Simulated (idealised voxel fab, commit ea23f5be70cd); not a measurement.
Module name: voxel self aligned vias (process module)
185 nm wide, 5 nm square cells: that's cross-section cut.
A cross-section is written here as square cells arranged in a grid, and it is given in bands from the top down, each band taking up one or more rows of cells. For a band, the entry starts with two heights in nm, that of the top and then that of the bottom, and carries on with the band's materials in order from left to right, each alongside its width in nm; the word "edge to edge" beside a single material means it fills the band edge to edge, and "empty" means empty space. Heads up on the height convention: 0 is the point under which the incoming wafer is all one material, and the lowest band has no bottom, it just keeps going down, like "0 nm and below". The two numbers in a width such as "30 to 40" mark its ends across the band: the first belongs to the top row of cells, the second to the bottom row, and from each row to the next the width moves by the same amount. Basically "nothing got changed" means that step didn't change any cell in the cross-section. Under "Voids, enclosed" you'll find the enclosed gaps, the ones with no way out to the top, that are 8 cells or bigger; each reads width x height at distance, with distance counted from the left edge, everything in nm. That trailing text on a step's line, after the settings, is the simulator's own remark on the step. On any step carrying a mask, the "overlay nm" setting, if present on the step's line, tells how far right of its planned place the mask lay; negative values point to the left.
### Process steps - plan
1: RECEIVE [material Si]
2: CONFORMAL_DEP [material SiO2] [thk nm 10]
3: CONFORMAL_DEP [material SiCN] [thk nm 5]
4: DIRECTIONAL_DEP [material SiO2] [thk nm 30]
5: DIRECTIONAL_DEP [material aC] [thk nm 10]
6: PATTERN [tone open] [mask id LINES] [material resist] [width nm 20] [pitch nm 70] [thk nm 30] [overlay nm 0]
7: DIRECTIONAL_ETCH [etch materials aC] [depth nm 10]
8: STRIP [etch materials resist]
9: DIRECTIONAL_ETCH [etch materials SiO2] [depth nm 30]
10: STRIP [etch materials aC]
11: CONFORMAL_DEP [material TiN] [thk nm 5]
12: FILL_DEP [material W] [thk nm 10]
13: CMP [height nm 45]
14: SELECTIVE_ETCH [etch materials W Ru TiN] [depth nm 10]
15: FILL_DEP [material SiN] [thk nm 10]
16: CMP [height nm 45]
17: DIRECTIONAL_DEP [material SiO2] [thk nm 20]
18: MASKED_ETCH [tone open] [mask id VIAS] [width nm 40] [pitch nm 70] [etch materials SiO2] [depth nm 20] [overlay nm 0]
19: MASKED_ETCH [tone open] [mask id VIAS] [width nm 40] [pitch nm 70] [etch materials SiN] [depth nm 10] [overlay nm 0]
20: CONFORMAL_DEP [material TiN] [thk nm 5]
21: FILL_DEP [material Cu] [thk nm 10]
22: CMP [height nm 65]
23: CONFORMAL_DEP [material SiCN] [thk nm 5]
### Cross-section of the wafer upon arrival, representing the state reached after step 1
	0 nm and below: Si edge to edge
	Voids, enclosed: none
### Wafer cross-section at end of module: start and plan as shown above, one execution error
	70 nm to 65 nm: SiCN edge to edge
	65 nm to 50 nm: 35 SiO2  5 TiN  30 Cu  5 TiN  30 SiO2  5 TiN  30 Cu  5 TiN  40 SiO2
	50 nm to 40 nm: 35 to 45 SiO2  15 to 5 TiN  10 Cu  15 to 5 TiN  30 to 50 SiO2  15 to 5 TiN  10 Cu  15 to 5 TiN  40 to 50 SiO2
	40 nm to 35 nm: 45 SiO2  20 TiN  50 SiO2  20 TiN  50 SiO2
	35 nm to 25 nm: 45 SiO2  5 TiN  10 W  5 TiN  50 SiO2  5 TiN  10 W  5 TiN  50 SiO2
	25 nm to 20 nm: 45 SiO2  20 TiN  50 SiO2  20 TiN  50 SiO2
	20 nm to 15 nm: SiCN edge to edge
	15 nm to 0 nm: SiO2 edge to edge
	0 nm and below: Si edge to edge
	Voids, enclosed: none
what went wrong: step 2 ran with different settings than intended, the actual operation and settings being CONFORMAL_DEP [material SiO2] [thk nm 15]
